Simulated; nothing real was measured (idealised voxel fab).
Process module name: voxel tone inversion
Shown is cross-section cut, with a width of 295 nm and square cells of size 5 nm.
Cross-section layout: square cells on a grid; listed as bands, top to bottom; a band spans one or more cell rows. Look at the band entry: it leads with the top's height and the bottom's height in nm. Then it lists the materials left to right, with a width in nm for each. The word "full width" on a single material says that material fills the band edge to edge. The word "empty" is empty space. The reference from which all heights are counted is 0, the level beneath which the as-received wafer is entirely one material; the lowest band, having no lower bound, proceeds downward and is written after the example "0 -> down". The two numbers in a width such as "30->40" mark its ends across the band: the first belongs to the top row of cells, the second to the bottom row, and from each row to the next the width moves by the same amount. The cross-section has no changed cell in any step marked "same as before". "Sealed internal voids" means: voids of 8 cells or more that are shut off from the top with no open way through. Written width x height at distance, distance from the left edge, in nm. Text after the settings on a step's line: the simulator's own remark on that step. Each step line may optionally specify "overlay nm", which for a step with a mask gives the rightward distance between the mask's planned place and where it lay, a negative value indicating the leftward direction.
Below is the list of planned process steps:
1) RECEIVE: material Si
2) CONFORMAL_DEP: material SiN, thk nm 5
3) DIRECTIONAL_DEP: material polySi, thk nm 20
4) PATTERN: tone cover, mask id POSTS, material resist, width nm 25, pitch nm 55, thk nm 25, overlay nm 0
5) DIRECTIONAL_ETCH: etch materials polySi, depth nm 20
6) STRIP: etch materials resist
7) FILL_DEP: material lowk, thk nm 5
8) CMP: height nm 25
9) STRIP: etch materials polySi
10) CONFORMAL_DEP: material TiN, thk nm 5
11) FILL_DEP: material Cu, thk nm 10
12) CMP: height nm 25
13) CONFORMAL_DEP: material SiCN, thk nm 5
Incoming wafer in cross-section (state: after step 1):
- 0 -> down | Si full width
- Sealed internal voids: none
Cross-sectional result after module completion. Note: starting condition and plan are unchanged from above; one processing mistake was made:
- 40 -> 25 | SiCN full width
- 25 -> 10 | 80 lowk | 5 TiN | 15 Cu | 5 TiN | 30 lowk | 5 TiN | 15 Cu | 5 TiN | 30 lowk | 5 TiN | 15 Cu | 5 TiN | 80 lowk
- 10 -> 5 | 80 lowk | 25 TiN | 30 lowk | 25 TiN | 30 lowk | 25 TiN | 80 lowk
- 5 -> 0 | SiN full width
- 0 -> down | Si full width
- Sealed internal voids: none
Which mistake was made when the wafer was run? it should be noted that step 13 was executed with settings other than those planned, the operation and settings actually applied being CONFORMAL_DEP: material SiCN, thk nm 15
